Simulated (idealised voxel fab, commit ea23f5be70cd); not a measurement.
Module name: voxel transistor to metal (process module)
Shown is cross-section cut, with a width of 210 nm and square cells of size 5 nm.
Cross-section spec: square-cell grid; bands listed top down; each band is one or more rows. Top, bottom (nm), then materials left to right with widths (nm); lone material tagged "full width" fills the whole band edge to edge; "blank" = empty space. Basically, 0 is our baseline, since under it the wafer straight out of the box is all one material. The bottom band has no lower end and keeps on going down, so it looks like "0 and below". Width: "30..40" (first number = top row, second number = bottom row, same change from row to row of cells). "no modifications" after a step means that no cell of the cross-section changed. Closed empty spaces (no open way to the top) of 8 cells or more are what "Closed void catalog" lists, each as width x height at distance from the left edge, nm for all three. Step line, after settings: the simulator's comment on this step. The optional step-line setting "overlay nm" applies to steps with a mask and quantifies how far to the right of its planned location the mask lay, a negative value indicating leftward placement. So the way this works: pairs, before and after one process step. The after picture only goes down to the lowest band that actually changed, nothing below. Step and its settings are under each pair. And watch out, pairs might come from different runs of this module, same starting wafer though, so a pair only follows on from the one above if its "Pre-process state" entry tells you so.
Pre-process state
* 55 down to 40  aC full width
* 40 down to 25  SiO2 full width
* 25 down to 5  SiO2: 80 / SiN: 5 / TiN: 5 / W: 25 / TiN: 5 / SiN: 5 / SiO2: 85
* 5 down to 0  SiO2: 50 / SiN: 5 / SiO2: 25 / SiN: 5 / TiN: 5 / W: 25 / TiN: 5 / SiN: 5 / SiO2: 25 / SiN: 5 / SiO2: 55
* 0 down to -5  SiO2: 75 / SiGe: 5 / SiO2: 5 / TiN: 35 / SiO2: 5 / SiGe: 5 / SiO2: 80
* -5 down to -10  SiO2: 55 / SiGe: 25 / Si: 45 / SiGe: 25 / SiO2: 60
* -10 down to -30  SiO2: 55 / Si: 95 / SiO2: 60
* -30 and below  Si full width
* Closed void catalog: none
Sectional View, Post-Process
* 85 down to 55  resist: 55 / blank: 20 / resist: 55 / blank: 20 / resist: 60
* At heights below 55, the structure remains unaltered.
* Closed void catalog: none
Between before and after as drawn above: PATTERN: tone open, mask id CONTACT, material resist, width nm 20, pitch nm 75, thk nm 30, overlay nm 0
Pre-process state: starting point is the after cross-section of the pair just above.
Sectional View, Post-Process
* 70 down to 55  resist: 55 / blank: 20 / resist: 55 / blank: 20 / resist: 60
* 55 down to 40  aC: 55 / blank: 20 / aC: 55 / blank: 20 / aC: 60
* At heights below 40, the structure remains unaltered.
* Closed void catalog: none
Between before and after as drawn above: DIRECTIONAL_ETCH: etch materials aC, depth nm 15
Pre-process state: starting point is the after cross-section of the pair just above.
Sectional View, Post-Process
* 55 down to 40  aC: 55 / blank: 20 / aC: 55 / blank: 20 / aC: 60
* At heights below 40, the structure remains unaltered.
* Closed void catalog: none
Between before and after as drawn above: STRIP: etch materials resist
Pre-process state: starting point is the after cross-section of the pair just above.
Sectional View, Post-Process
* 55 down to 40  aC: 55 / blank: 20 / aC: 55 / blank: 20 / aC: 60
* 40 down to 25  SiO2: 55 / blank: 20 / SiO2: 55 / blank: 20 / SiO2: 60
* 25 down to 5  SiO2: 55 / blank: 20 / SiO2: 5 / SiN: 5 / TiN: 5 / W: 25 / TiN: 5 / SiN: 5 / SiO2: 5 / blank: 20 / SiO2: 60
* 5 down to 0  SiO2: 50 / SiN: 5 / blank: 20 / SiO2: 5 / SiN: 5 / TiN: 5 / W: 25 / TiN: 5 / SiN: 5 / SiO2: 5 / blank: 20 / SiN: 5 / SiO2: 55
* 0 down to -5  SiO2: 55 / blank: 20 / SiGe: 5 / SiO2: 5 / TiN: 35 / SiO2: 5 / SiGe: 5 / blank: 20 / SiO2: 60
* At heights below -5, the structure remains unaltered.
* Closed void catalog: none
Between before and after as drawn above: DIRECTIONAL_ETCH: etch materials SiO2, depth nm 45
Pre-process state: starting point is the after cross-section of the pair just above.
Sectional View, Post-Process
* 40 down to 25  SiO2: 55 / blank: 20 / SiO2: 55 / blank: 20 / SiO2: 60
* At heights below 25, the structure remains unaltered.
* Closed void catalog: none
Between before and after as drawn above: STRIP: etch materials aC
Pre-process state: starting point is the after cross-section of the pair just above.
Sectional View, Post-Process
* 45 down to 40  TiN: 60 / blank: 10 / TiN: 65 / blank: 10 / TiN: 65
* 40 down to 25  SiO2: 55 / TiN: 5 / blank: 10 / TiN: 5 / SiO2: 55 / TiN: 5 / blank: 10 / TiN: 5 / SiO2: 60
* 25 down to 5  SiO2: 55 / TiN: 5 / blank: 10 / TiN: 5 / SiO2: 5 / SiN: 5 / TiN: 5 / W: 25 / TiN: 5 / SiN: 5 / SiO2: 5 / TiN: 5 / blank: 10 / TiN: 5 / SiO2: 60
* 5 down to 0  SiO2: 50 / SiN: 5 / TiN: 5 / blank: 10 / TiN: 5 / SiO2: 5 / SiN: 5 / TiN: 5 / W: 25 / TiN: 5 / SiN: 5 / SiO2: 5 / TiN: 5 / blank: 10 / TiN: 5 / SiN: 5 / SiO2: 55
* 0 down to -5  SiO2: 55 / TiN: 20 / SiGe: 5 / SiO2: 5 / TiN: 35 / SiO2: 5 / SiGe: 5 / TiN: 20 / SiO2: 60
* At heights below -5, the structure remains unaltered.
* Closed void catalog: none
Between before and after as drawn above: CONFORMAL_DEP: material TiN, thk nm 5
Pre-process state: starting point is the after cross-section of the pair just above.
Sectional View, Post-Process
* 50 down to 45  W full width
* 45 down to 40  TiN: 60 / W: 10 / TiN: 65 / W: 10 / TiN: 65
* 40 down to 25  SiO2: 55 / TiN: 5 / W: 10 / TiN: 5 / SiO2: 55 / TiN: 5 / W: 10 / TiN: 5 / SiO2: 60
* 25 down to 5  SiO2: 55 / TiN: 5 / W: 10 / TiN: 5 / SiO2: 5 / SiN: 5 / TiN: 5 / W: 25 / TiN: 5 / SiN: 5 / SiO2: 5 / TiN: 5 / W: 10 / TiN: 5 / SiO2: 60
* 5 down to 0  SiO2: 50 / SiN: 5 / TiN: 5 / W: 10 / TiN: 5 / SiO2: 5 / SiN: 5 / TiN: 5 / W: 25 / TiN: 5 / SiN: 5 / SiO2: 5 / TiN: 5 / W: 10 / TiN: 5 / SiN: 5 / SiO2: 55
* At heights below 0, the structure remains unaltered.
* Closed void catalog: none
Between before and after as drawn above: FILL_DEP: material W, thk nm 5
Pre-process state: starting point is the after cross-section of the pair just above.
Sectional View, Post-Process
* 40 down to 25  SiO2: 55 / TiN: 5 / W: 10 / TiN: 5 / SiO2: 55 / TiN: 5 / W: 10 / TiN: 5 / SiO2: 60
* At heights below 25, the structure remains unaltered.
* Closed void catalog: none
Between before and after as drawn above: CMP: height nm 40
Pre-process state: starting point is the after cross-section of the pair just above.
Sectional View, Post-Process
* 45 down to 40  SiN full width
* At heights below 40, the structure remains unaltered.
* Closed void catalog: none
Between before and after as drawn above: CONFORMAL_DEP: material SiN, thk nm 5
Pre-process state: starting point is the after cross-section of the pair just above.
Sectional View, Post-Process
* 60 down to 45  SiO2 full width
* At heights below 45, the structure remains unaltered.
* Closed void catalog: none
Between before and after as drawn above: DIRECTIONAL_DEP: material SiO2, thk nm 15
Pre-process state: starting point is the after cross-section of the pair just above.
Sectional View, Post-Process
* 60 down to 45  SiO2: 55 / blank: 20 / SiO2: 55 / blank: 20 / SiO2: 60
* At heights below 45, the structure remains unaltered.
* Closed void catalog: none
Between before and after as drawn above: MASKED_ETCH: tone open, mask id METAL_1, width nm 20, pitch nm 75, etch materials SiO2, depth nm 15, overlay nm 0
Pre-process state: starting point is the after cross-section of the pair just above.
Sectional View, Post-Process
* 60 down to 45  SiO2: 55 / blank: 20 / SiO2: 55 / blank: 20 / SiO2: 60
* 45 down to 40  SiN: 55 / blank: 20 / SiN: 55 / blank: 20 / SiN: 60
* At heights below 40, the structure remains unaltered.
* Closed void catalog: none
Between before and after as drawn above: MASKED_ETCH: tone open, mask id METAL_1, width nm 20, pitch nm 75, etch materials SiN, depth nm 5, overlay nm 0
Pre-process state: starting point is the after cross-section of the pair just above.
Sectional View, Post-Process
* 65 down to 60  TiN: 60 / blank: 10 / TiN: 65 / blank: 10 / TiN: 65
* 60 down to 45  SiO2: 55 / TiN: 5 / blank: 10 / TiN: 5 / SiO2: 55 / TiN: 5 / blank: 10 / TiN: 5 / SiO2: 60
* 45 down to 40  SiN: 55 / TiN: 20 / SiN: 55 / TiN: 20 / SiN: 60
* At heights below 40, the structure remains unaltered.
* Closed void catalog: none
Between before and after as drawn above: CONFORMAL_DEP: material TiN, thk nm 5
Pre-process state: starting point is the after cross-section of the pair just above.
Sectional View, Post-Process
* 70 down to 65  Cu full width
* 65 down to 60  TiN: 60 / Cu: 10 / TiN: 65 / Cu: 10 / TiN: 65
* 60 down to 45  SiO2: 55 / TiN: 5 / Cu: 10 / TiN: 5 / SiO2: 55 / TiN: 5 / Cu: 10 / TiN: 5 / SiO2: 60
* At heights below 45, the structure remains unaltered.
* Closed void catalog: none
Between before and after as drawn above: FILL_DEP: material Cu, thk nm 5
Pre-process state: starting point is the after cross-section of the pair just above.
Sectional View, Post-Process
* 60 down to 45  SiO2: 55 / TiN: 5 / Cu: 10 / TiN: 5 / SiO2: 55 / TiN: 5 / Cu: 10 / TiN: 5 / SiO2: 60
* At heights below 45, the structure remains unaltered.
* Closed void catalog: none
Between before and after as drawn above: CMP: height nm 60
Pre-process state: starting point is the after cross-section of the pair just above.
Sectional View, Post-Process
* 65 down to 60  blank: 50 / Ru: 30 / blank: 45 / Ru: 30 / blank: 55
* At heights below 60, the structure remains unaltered.
* Closed void catalog: none
Between before and after as drawn above: EPI: material Ru, thk nm 5
Pre-process state: starting point is the after cross-section of the pair just above.
Sectional View, Post-Process
* 70 down to 65  SiCN full width
* 65 down to 60  SiCN: 50 / Ru: 30 / SiCN: 45 / Ru: 30 / SiCN: 55
* At heights below 60, the structure remains unaltered.
* Closed void catalog: none
Between before and after as drawn above: FILL_DEP: material SiCN, thk nm 5
Pre-process state
* 30 down to 20  blank: 50 / aC: 105 / blank: 55
* 20 down to 5  blank: 50 / SiN: 105 / blank: 55
* 5 down to 0  blank: 50 / SiO2: 105 / blank: 55
* 0 down to -25  blank: 50 / Si: 105 / blank: 55
* -25 and below  Si full width
* Closed void catalog: none
Sectional View, Post-Process
* 30 down to 20  blank: 50 / aC: 105 / blank: 55
* 20 down to 5  blank: 50 / SiN: 105 / blank: 55
* 5 down to 0  blank: 50 / SiO2: 105 / blank: 55
* 0 down to -50  blank: 50 / Si: 105 / blank: 55
* At heights below -50, the structure remains unaltered.
* Closed void catalog: none
Between before and after as drawn above: DIRECTIONAL_ETCH: etch materials Si, depth nm 25
Pre-process state: starting point is the after cross-section of the pair just above.
Sectional View, Post-Process
* 20 down to 5  blank: 50 / SiN: 105 / blank: 55
* At heights below 5, the structure remains unaltered.
* Closed void catalog: none
Between before and after as drawn above: STRIP: etch materials aC
Pre-process state: starting point is the after cross-section of the pair just above.
Sectional View, Post-Process
* 20 down to 5  blank: 50 / SiN: 105 / blank: 55
* 5 down to 0  blank: 50 / SiO2: 105 / blank: 55
* 0 down to -50  blank: 50 / SiO2: 5 / Si: 95 / SiO2: 5 / blank: 55
* -50 down to -55  SiO2: 55 / Si: 95 / SiO2: 60
* At heights below -55, the structure remains unaltered.
* Closed void catalog: none
Between before and after as drawn above: OXIDIZE: depth nm 5
Pre-process state: starting point is the after cross-section of the pair just above.
Sectional View, Post-Process
* 25 down to 20  SiO2 full width
* 20 down to 5  SiO2: 50 / SiN: 105 / SiO2: 55
* 5 down to 0  SiO2 full width
* 0 down to -55  SiO2: 55 / Si: 95 / SiO2: 60
* At heights below -55, the structure remains unaltered.
* Closed void catalog: none
Between before and after as drawn above: FILL_DEP: material SiO2, thk nm 5
Pre-process state: starting point is the after cross-section of the pair just above.
Sectional View, Post-Process
* 20 down to 5  SiO2: 50 / SiN: 105 / SiO2: 55
* At heights below 5, the structure remains unaltered.
* Closed void catalog: none
Between before and after as drawn above: CMP: height nm 20
Pre-process state: starting point is the after cross-section of the pair just above.
Sectional View, Post-Process
* 20 down to 10  blank: 50 / SiN: 105 / blank: 55
* At heights below 10, the structure remains unaltered.
* Closed void catalog: none
Between before and after as drawn above: SELECTIVE_ETCH: etch materials SiO2, depth nm 10
Pre-process state: starting point is the after cross-section of the pair just above.
Sectional View, Post-Process
* 10 down to 5  SiO2: 50 / blank: 105 / SiO2: 55
* At heights below 5, the structure remains unaltered.
* Closed void catalog: none
Between before and after as drawn above: STRIP: etch materials SiN
Pre-process state: starting point is the after cross-section of the pair just above.
Sectional View, Post-Process
* 5 down to 0  SiO2: 45 / blank: 115 / SiO2: 50
* At heights below 0, the structure remains unaltered.
* Closed void catalog: none
Between before and after as drawn above: SELECTIVE_ETCH: etch materials SiO2, depth nm 5
Pre-process state: starting point is the after cross-section of the pair just above.
Sectional View, Post-Process
* 5 down to 0  SiO2: 45 / blank: 115 / SiO2: 50
* 0 down to -5  SiO2 full width
* At heights below -5, the structure remains unaltered.
* Closed void catalog: none
Between before and after as drawn above: OXIDIZE: depth nm 5
Pre-process state: starting point is the after cross-section of the pair just above.
Sectional View, Post-Process
* 35 down to 30  polySi: 45 / blank: 115 / polySi: 50
* 30 down to 5  polySi full width
* 5 down to 0  SiO2: 45 / polySi: 115 / SiO2: 50
* At heights below 0, the structure remains unaltered.
* Closed void catalog: none
Between before and after as drawn above: DIRECTIONAL_DEP: material polySi, thk nm 30
Pre-process state: starting point is the after cross-section of the pair just above.
Sectional View, Post-Process
* 50 down to 45  SiCN: 45 / blank: 115 / SiCN: 50
* 45 down to 35  SiCN full width
* 35 down to 30  polySi: 45 / SiCN: 115 / polySi: 50
* At heights below 30, the structure remains unaltered.
* Closed void catalog: none
Between before and after as drawn above: DIRECTIONAL_DEP: material SiCN, thk nm 15
Pre-process state: starting point is the after cross-section of the pair just above.
Sectional View, Post-Process
* 45 down to 35  blank: 90 / SiCN: 25 / blank: 95
* 35 down to 30  polySi: 45 / blank: 45 / SiCN: 25 / blank: 45 / polySi: 50
* At heights below 30, the structure remains unaltered.
* Closed void catalog: none
Between before and after as drawn above: MASKED_ETCH: tone cover, mask id GATE, width nm 25, etch materials SiCN, depth nm 25, overlay nm 0
Pre-process state: starting point is the after cross-section of the pair just above.
Sectional View, Post-Process
* 45 down to 30  blank: 90 / SiCN: 25 / blank: 95
* 30 down to 5  blank: 90 / polySi: 25 / blank: 95
* 5 down to 0  SiO2: 45 / blank: 45 / polySi: 25 / blank: 45 / SiO2: 50
* At heights below 0, the structure remains unaltered.
* Closed void catalog: none
Between before and after as drawn above: MASKED_ETCH: tone cover, mask id GATE, width nm 25, etch materials polySi, depth nm 40, overlay nm 0
Pre-process state: starting point is the after cross-section of the pair just above.
Sectional View, Post-Process
* 50 down to 45  blank: 85 / SiO2: 35 / blank: 90
* 45 down to 30  blank: 85 / SiO2: 5 / SiCN: 25 / SiO2: 5 / blank: 90
* 30 down to 10  blank: 85 / SiO2: 5 / polySi: 25 / SiO2: 5 / blank: 90
* 10 down to 5  SiO2: 50 / blank: 35 / SiO2: 5 / polySi: 25 / SiO2: 5 / blank: 35 / SiO2: 55
* 5 down to 0  SiO2: 90 / polySi: 25 / SiO2: 95
* At heights below 0, the structure remains unaltered.
* Closed void catalog: none
Between before and after as drawn above: CONFORMAL_DEP: material SiO2, thk nm 5
Pre-process state: starting point is the after cross-section of the pair just above.
Sectional View, Post-Process
* 45 down to 30  blank: 85 / SiO2: 5 / SiCN: 25 / SiO2: 5 / blank: 90
* 30 down to 5  blank: 85 / SiO2: 5 / polySi: 25 / SiO2: 5 / blank: 90
* 5 down to 0  SiO2: 50 / blank: 35 / SiO2: 5 / polySi: 25 / SiO2: 5 / blank: 35 / SiO2: 55
* At heights below 0, the structure remains unaltered.
* Closed void catalog: none
Between before and after as drawn above: DIRECTIONAL_ETCH: etch materials SiO2, depth nm 5
Pre-process state: starting point is the after cross-section of the pair just above.
Sectional View, Post-Process
* 50 down to 45  blank: 80 / SiN: 45 / blank: 85
* 45 down to 30  blank: 80 / SiN: 5 / SiO2: 5 / SiCN: 25 / SiO2: 5 / SiN: 5 / blank: 85
* 30 down to 10  blank: 80 / SiN: 5 / SiO2: 5 / polySi: 25 / SiO2: 5 / SiN: 5 / blank: 85
* 10 down to 5  SiN: 55 / blank: 25 / SiN: 5 / SiO2: 5 / polySi: 25 / SiO2: 5 / SiN: 5 / blank: 25 / SiN: 60
* 5 down to 0  SiO2: 50 / SiN: 35 / SiO2: 5 / polySi: 25 / SiO2: 5 / SiN: 35 / SiO2: 55
* At heights below 0, the structure remains unaltered.
* Closed void catalog: none
Between before and after as drawn above: CONFORMAL_DEP: material SiN, thk nm 5
Pre-process state: starting point is the after cross-section of the pair just above.
Sectional View, Post-Process
* 45 down to 30  blank: 80 / SiN: 5 / SiO2: 5 / SiCN: 25 / SiO2: 5 / SiN: 5 / blank: 85
* 30 down to 5  blank: 80 / SiN: 5 / SiO2: 5 / polySi: 25 / SiO2: 5 / SiN: 5 / blank: 85
* 5 down to 0  SiO2: 50 / SiN: 5 / blank: 25 / SiN: 5 / SiO2: 5 / polySi: 25 / SiO2: 5 / SiN: 5 / blank: 25 / SiN: 5 / SiO2: 55
* At heights below 0, the structure remains unaltered.
* Closed void catalog: none
Between before and after as drawn above: DIRECTIONAL_ETCH: etch materials SiN, depth nm 5
Pre-process state: starting point is the after cross-section of the pair just above.
Sectional View, Post-Process
* 45 down to 40  blank: 80 / SiN: 5 / blank: 5 / SiCN: 25 / blank: 5 / SiN: 5 / blank: 85
* 40 down to 30  blank: 80 / SiN: 5 / SiO2: 5 / SiCN: 25 / SiO2: 5 / SiN: 5 / blank: 85
* 30 down to 5  blank: 80 / SiN: 5 / SiO2: 5 / polySi: 25 / SiO2: 5 / SiN: 5 / blank: 85
* 5 down to 0  blank: 50 / SiN: 5 / blank: 25 / SiN: 5 / SiO2: 5 / polySi: 25 / SiO2: 5 / SiN: 5 / blank: 25 / SiN: 5 / blank: 55
* 0 down to -5  SiO2: 55 / blank: 25 / SiO2: 45 / blank: 25 / SiO2: 60
* At heights below -5, the structure remains unaltered.
* Closed void catalog: none
Between before and after as drawn above: DIRECTIONAL_ETCH: etch materials SiO2, depth nm 5
Pre-process state: starting point is the after cross-section of the pair just above.
Sectional View, Post-Process
* 45 down to 40  blank: 80 / SiN: 5 / blank: 5 / SiCN: 25 / blank: 5 / SiN: 5 / blank: 85
* 40 down to 30  blank: 80 / SiN: 5 / SiO2: 5 / SiCN: 25 / SiO2: 5 / SiN: 5 / blank: 85
* 30 down to 5  blank: 80 / SiN: 5 / SiO2: 5 / polySi: 25 / SiO2: 5 / SiN: 5 / blank: 85
* 5 down to 0  blank: 50 / SiN: 5 / blank: 25 / SiN: 5 / SiO2: 5 / polySi: 25 / SiO2: 5 / SiN: 5 / blank: 25 / SiN: 5 / blank: 55
* 0 down to -5  SiO2: 55 / blank: 25 / SiO2: 45 / blank: 25 / SiO2: 60
* -5 down to -10  SiO2: 55 / blank: 25 / Si: 45 / blank: 25 / SiO2: 60
* At heights below -10, the structure remains unaltered.
* Closed void catalog: none
Between before and after as drawn above: DIRECTIONAL_ETCH: etch materials Si, depth nm 5
Pre-process state: starting point is the after cross-section of the pair just above.
Sectional View, Post-Process
* 45 down to 40  blank: 80 / SiN: 5 / blank: 5 / SiCN: 25 / blank: 5 / SiN: 5 / blank: 85
* 40 down to 30  blank: 80 / SiN: 5 / SiO2: 5 / SiCN: 25 / SiO2: 5 / SiN: 5 / blank: 85
* 30 down to 5  blank: 80 / SiN: 5 / SiO2: 5 / polySi: 25 / SiO2: 5 / SiN: 5 / blank: 85
* 5 down to 0  blank: 50 / SiN: 5 / blank: 25 / SiN: 5 / SiO2: 5 / polySi: 25 / SiO2: 5 / SiN: 5 / blank: 25 / SiN: 5 / blank: 55
* 0 down to -5  SiO2: 55 / blank: 20 / SiGe: 5 / SiO2: 45 / SiGe: 5 / blank: 20 / SiO2: 60
* -5 down to -10  SiO2: 55 / SiGe: 25 / Si: 45 / SiGe: 25 / SiO2: 60
* At heights below -10, the structure remains unaltered.
* Closed void catalog: none
Between before and after as drawn above: EPI: material SiGe, thk nm 5
Pre-process state: starting point is the after cross-section of the pair just above.
Sectional View, Post-Process
* 50 down to 45  SiO2 full width
* 45 down to 30  SiO2: 80 / SiN: 5 / SiO2: 5 / SiCN: 25 / SiO2: 5 / SiN: 5 / SiO2: 85
* 30 down to 5  SiO2: 80 / SiN: 5 / SiO2: 5 / polySi: 25 / SiO2: 5 / SiN: 5 / SiO2: 85
* 5 down to 0  SiO2: 50 / SiN: 5 / SiO2: 25 / SiN: 5 / SiO2: 5 / polySi: 25 / SiO2: 5 / SiN: 5 / SiO2: 25 / SiN: 5 / SiO2: 55
* 0 down to -5  SiO2: 75 / SiGe: 5 / SiO2: 45 / SiGe: 5 / SiO2: 80
* At heights below -5, the structure remains unaltered.
* Closed void catalog: none
Between before and after as drawn above: FILL_DEP: material SiO2, thk nm 5
Pre-process state: starting point is the after cross-section of the pair just above.
Sectional View, Post-Process
* 30 down to 5  SiO2: 80 / SiN: 5 / SiO2: 5 / polySi: 25 / SiO2: 5 / SiN: 5 / SiO2: 85
* At heights below 5, the structure remains unaltered.
* Closed void catalog: none
Between before and after as drawn above: CMP: height nm 30
Pre-process state: starting point is the after cross-section of the pair just above.
Sectional View, Post-Process
* 30 down to 5  SiO2: 80 / SiN: 5 / SiO2: 5 / blank: 25 / SiO2: 5 / SiN: 5 / SiO2: 85
* 5 down to 0  SiO2: 50 / SiN: 5 / SiO2: 25 / SiN: 5 / SiO2: 5 / blank: 25 / SiO2: 5 / SiN: 5 / SiO2: 25 / SiN: 5 / SiO2: 55
* At heights below 0, the structure remains unaltered.
* Closed void catalog: none
Between before and after as drawn above: STRIP: etch materials polySi
Pre-process state: starting point is the after cross-section of the pair just above.
Sectional View, Post-Process
* 30 down to 25  blank: 80 / SiN: 5 / blank: 35 / SiN: 5 / blank: 85
* 25 down to 5  SiO2: 80 / SiN: 5 / blank: 35 / SiN: 5 / SiO2: 85
* 5 down to 0  SiO2: 50 / SiN: 5 / SiO2: 25 / SiN: 5 / blank: 35 / SiN: 5 / SiO2: 25 / SiN: 5 / SiO2: 55
* 0 down to -5  SiO2: 75 / SiGe: 5 / SiO2: 5 / blank: 35 / SiO2: 5 / SiGe: 5 / SiO2: 80
* At heights below -5, the structure remains unaltered.
* Closed void catalog: none
Between before and after as drawn above: SELECTIVE_ETCH: etch materials SiO2, depth nm 5
Pre-process state: starting point is the after cross-section of the pair just above.
Sectional View, Post-Process
* 35 down to 30  blank: 75 / HfO2: 15 / blank: 25 / HfO2: 15 / blank: 80
* 30 down to 25  HfO2: 80 / SiN: 5 / HfO2: 5 / blank: 25 / HfO2: 5 / SiN: 5 / HfO2: 85
* 25 down to 5  SiO2: 80 / SiN: 5 / HfO2: 5 / blank: 25 / HfO2: 5 / SiN: 5 / SiO2: 85
* 5 down to 0  SiO2: 50 / SiN: 5 / SiO2: 25 / SiN: 5 / HfO2: 5 / blank: 25 / HfO2: 5 / SiN: 5 / SiO2: 25 / SiN: 5 / SiO2: 55
* 0 down to -5  SiO2: 75 / SiGe: 5 / SiO2: 5 / HfO2: 35 / SiO2: 5 / SiGe: 5 / SiO2: 80
* At heights below -5, the structure remains unaltered.
* Closed void catalog: none
Between before and after as drawn above: CONFORMAL_DEP: material HfO2, thk nm 5
Pre-process state: starting point is the after cross-section of the pair just above.
Sectional View, Post-Process
* 40 down to 35  blank: 70 / TiN: 25 / blank: 15 / TiN: 25 / blank: 75
* 35 down to 30  TiN: 75 / HfO2: 15 / TiN: 5 / blank: 15 / TiN: 5 / HfO2: 15 / TiN: 80
* 30 down to 25  HfO2: 80 / SiN: 5 / HfO2: 5 / TiN: 5 / blank: 15 / TiN: 5 / HfO2: 5 / SiN: 5 / HfO2: 85
* 25 down to 5  SiO2: 80 / SiN: 5 / HfO2: 5 / TiN: 5 / blank: 15 / TiN: 5 / HfO2: 5 / SiN: 5 / SiO2: 85
* 5 down to 0  SiO2: 50 / SiN: 5 / SiO2: 25 / SiN: 5 / HfO2: 5 / TiN: 25 / HfO2: 5 / SiN: 5 / SiO2: 25 / SiN: 5 / SiO2: 55
* At heights below 0, the structure remains unaltered.
* Closed void catalog: none
Between before and after as drawn above: CONFORMAL_DEP: material TiN, thk nm 5
Pre-process state: starting point is the after cross-section of the pair just above.
Sectional View, Post-Process
* 50 down to 40  W full width
* 40 down to 35  W: 70 / TiN: 25 / W: 15 / TiN: 25 / W: 75
* 35 down to 30  TiN: 75 / HfO2: 15 / TiN: 5 / W: 15 / TiN: 5 / HfO2: 15 / TiN: 80
* 30 down to 25  HfO2: 80 / SiN: 5 / HfO2: 5 / TiN: 5 / W: 15 / TiN: 5 / HfO2: 5 / SiN: 5 / HfO2: 85
* 25 down to 5  SiO2: 80 / SiN: 5 / HfO2: 5 / TiN: 5 / W: 15 / TiN: 5 / HfO2: 5 / SiN: 5 / SiO2: 85
* At heights below 5, the structure remains unaltered.
* Closed void catalog: none
Between before and after as drawn above: FILL_DEP: material W, thk nm 10
Pre-process state: starting point is the after cross-section of the pair just above.
Sectional View, Post-Process
* 25 down to 5  SiO2: 80 / SiN: 5 / HfO2: 5 / TiN: 5 / W: 15 / TiN: 5 / HfO2: 5 / SiN: 5 / SiO2: 85
* At heights below 5, the structure remains unaltered.
* Closed void catalog: none
Between before and after as drawn above: CMP: height nm 25
Pre-process state: starting point is the after cross-section of the pair just above.
Sectional View, Post-Process
* 40 down to 25  SiO2 full width
* At heights below 25, the structure remains unaltered.
* Closed void catalog: none
Between before and after as drawn above: DIRECTIONAL_DEP: material SiO2, thk nm 15
Pre-process state: starting point is the after cross-section of the pair just above.
Sectional View, Post-Process
* 55 down to 40  aC full width
* At heights below 40, the structure remains unaltered.
* Closed void catalog: none
Between before and after as drawn above: DIRECTIONAL_DEP: material aC, thk nm 15
Pre-process state: starting point is the after cross-section of the pair just above.
Sectional View, Post-Process
* 85 down to 55  resist: 55 / blank: 20 / resist: 55 / blank: 20 / resist: 60
* At heights below 55, the structure remains unaltered.
* Closed void catalog: none
Between before and after as drawn above: PATTERN: tone open, mask id CONTACT, material resist, width nm 20, pitch nm 75, thk nm 30, overlay nm 0
Pre-process state: starting point is the after cross-section of the pair just above.
Sectional View, Post-Process
* 70 down to 55  resist: 55 / blank: 20 / resist: 55 / blank: 20 / resist: 60
* 55 down to 40  aC: 55 / blank: 20 / aC: 55 / blank: 20 / aC: 60
* At heights below 40, the structure remains unaltered.
* Closed void catalog: none
Between before and after as drawn above: DIRECTIONAL_ETCH: etch materials aC, depth nm 15
Pre-process state: starting point is the after cross-section of the pair just above.
Sectional View, Post-Process
* 55 down to 40  aC: 55 / blank: 20 / aC: 55 / blank: 20 / aC: 60
* At heights below 40, the structure remains unaltered.
* Closed void catalog: none
Between before and after as drawn above: STRIP: etch materials resist
Pre-process state: starting point is the after cross-section of the pair just above.
Sectional View, Post-Process
* 55 down to 40  aC: 55 / blank: 20 / aC: 55 / blank: 20 / aC: 60
* 40 down to 25  SiO2: 55 / blank: 20 / SiO2: 55 / blank: 20 / SiO2: 60
* 25 down to 5  SiO2: 55 / blank: 20 / SiO2: 5 / SiN: 5 / HfO2: 5 / TiN: 5 / W: 15 / TiN: 5 / HfO2: 5 / SiN: 5 / SiO2: 5 / blank: 20 / SiO2: 60
* 5 down to 0  SiO2: 50 / SiN: 5 / blank: 20 / SiO2: 5 / SiN: 5 / HfO2: 5 / TiN: 25 / HfO2: 5 / SiN: 5 / SiO2: 5 / blank: 20 / SiN: 5 / SiO2: 55
* 0 down to -5  SiO2: 55 / blank: 20 / SiGe: 5 / SiO2: 5 / HfO2: 35 / SiO2: 5 / SiGe: 5 / blank: 20 / SiO2: 60
* At heights below -5, the structure remains unaltered.
* Closed void catalog: none
Between before and after as drawn above: DIRECTIONAL_ETCH: etch materials SiO2, depth nm 45
Pre-process state: starting point is the after cross-section of the pair just above.
Sectional View, Post-Process
* 40 down to 25  SiO2: 55 / blank: 20 / SiO2: 55 / blank: 20 / SiO2: 60
* At heights below 25, the structure remains unaltered.
* Closed void catalog: none
Between before and after as drawn above: STRIP: etch materials aC
Pre-process state: starting point is the after cross-section of the pair just above.
Sectional View, Post-Process
* 45 down to 40  TiN: 60 / blank: 10 / TiN: 65 / blank: 10 / TiN: 65
* 40 down to 25  SiO2: 55 / TiN: 5 / blank: 10 / TiN: 5 / SiO2: 55 / TiN: 5 / blank: 10 / TiN: 5 / SiO2: 60
* 25 down to 5  SiO2: 55 / TiN: 5 / blank: 10 / TiN: 5 / SiO2: 5 / SiN: 5 / HfO2: 5 / TiN: 5 / W: 15 / TiN: 5 / HfO2: 5 / SiN: 5 / SiO2: 5 / TiN: 5 / blank: 10 / TiN: 5 / SiO2: 60
* 5 down to 0  SiO2: 50 / SiN: 5 / TiN: 5 / blank: 10 / TiN: 5 / SiO2: 5 / SiN: 5 / HfO2: 5 / TiN: 25 / HfO2: 5 / SiN: 5 / SiO2: 5 / TiN: 5 / blank: 10 / TiN: 5 / SiN: 5 / SiO2: 55
* 0 down to -5  SiO2: 55 / TiN: 20 / SiGe: 5 / SiO2: 5 / HfO2: 35 / SiO2: 5 / SiGe: 5 / TiN: 20 / SiO2: 60
* At heights below -5, the structure remains unaltered.
* Closed void catalog: none
Between before and after as drawn above: CONFORMAL_DEP: material TiN, thk nm 5
Pre-process state: starting point is the after cross-section of the pair just above.
Sectional View, Post-Process
* 50 down to 45  W full width
* 45 down to 40  TiN: 60 / W: 10 / TiN: 65 / W: 10 / TiN: 65
* 40 down to 25  SiO2: 55 / TiN: 5 / W: 10 / TiN: 5 / SiO2: 55 / TiN: 5 / W: 10 / TiN: 5 / SiO2: 60
* 25 down to 5  SiO2: 55 / TiN: 5 / W: 10 / TiN: 5 / SiO2: 5 / SiN: 5 / HfO2: 5 / TiN: 5 / W: 15 / TiN: 5 / HfO2: 5 / SiN: 5 / SiO2: 5 / TiN: 5 / W: 10 / TiN: 5 / SiO2: 60
* 5 down to 0  SiO2: 50 / SiN: 5 / TiN: 5 / W: 10 / TiN: 5 / SiO2: 5 / SiN: 5 / HfO2: 5 / TiN: 25 / HfO2: 5 / SiN: 5 / SiO2: 5 / TiN: 5 / W: 10 / TiN: 5 / SiN: 5 / SiO2: 55
* At heights below 0, the structure remains unaltered.
* Closed void catalog: none
Between before and after as drawn above: FILL_DEP: material W, thk nm 5
